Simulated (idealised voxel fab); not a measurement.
Proc. module: voxel released beams
Pictured: cross-section cut, 250 nm wide, on a grid of 5 nm square cells.
Think of the cross-section as a grid of square cells. We describe it in bands, top to bottom, and each band covers one or more rows of those cells. First you get the band's top height and its bottom height, in nm, and then the materials it's made of, left to right, with each width in nm. If you see a single material with "throughout", that one covers the band edge to edge. "air" is empty space. A quick word on heights: they are counted from 0, and under that level the wafer as it came to us is one material throughout. The lowest band is different from the rest in having no bottom; it simply continues downward, written as in "z 0 and below". With a width like "30->40", each row of cells in the band differs from the next by the same amount, the top row carrying the first number and the bottom row the second. What does "stayed the same" mean for a step? It means no cell of the cross-section changed in that step. "Closed void table" means: voids of 8 cells or more that are shut off from the top with no open way through. Written width x height at distance, distance from the left edge, in nm. Read whatever lies past the settings on a step's line as the simulator's own remark about the step. Steps that use a mask can have "overlay nm" on their line. It says how far the mask sat to the right of where it was meant to be. Negative means to the left.

Intended process steps
1: RECEIVE | material Si
2: CONFORMAL_DEP | material Al2O3 | thk nm 10
3: DIRECTIONAL_DEP | material SiO2 | thk nm 20
4: DIRECTIONAL_DEP | material aC | thk nm 15
5: PATTERN | tone open | mask id ANCHOR | material resist | width nm 25 | thk nm 30 | overlay nm 0
6: DIRECTIONAL_ETCH | etch materials aC | depth nm 15
7: STRIP | etch materials resist
8: DIRECTIONAL_ETCH | etch materials SiO2 | depth nm 20
9: STRIP | etch materials aC
10: CONFORMAL_DEP | material SiN | thk nm 10
11: PATTERN | tone cover | mask id BEAM | material resist | width nm 70 | thk nm 15 | overlay nm 0
12: DIRECTIONAL_ETCH | etch materials SiN | depth nm 10
13: STRIP | etch materials resist
14: STRIP | etch materials SiO2

Delivered wafer in cross-section: state after step 1
    z 0 and below = Si throughout
    Closed void table: none

The first of the two wafers as seen in cross-section once the module was finished; processing followed the plan
    z 40 to 30 = 85 of air | 15 of SiN | 5 of air | 50 of SiN | 95 of air
    z 30 to 20 = 90 of air | 10 of SiN | 5 of air | 10 of SiN | 135 of air
    z 20 to 10 = 90 of air | 25 of SiN | 135 of air
    z 10 to 0 = Al2O3 throughout
    z 0 and below = Si throughout
    Closed void table: none

Here is the second of the two wafers cut open at the end of the module - same start, same plan as the first one, but we made one mistake running it
    z 40 to 30 = 90 of air | 10 of SiN | 5 of air | 55 of SiN | 90 of air
    z 30 to 20 = 90 of air | 10 of SiN | 5 of air | 10 of SiN | 135 of air
    z 20 to 10 = 90 of air | 25 of SiN | 135 of air
    z 10 to 0 = Al2O3 throughout
    z 0 and below = Si throughout
    Closed void table: none
So what did we get wrong on this run? contrary to plan, step 11 was performed as PATTERN | tone cover | mask id BEAM | material resist | width nm 70 | thk nm 15 | overlay nm 5
Matching per-material cell counts, mismatched positions: that is how the second wafer compares with the first at the end.
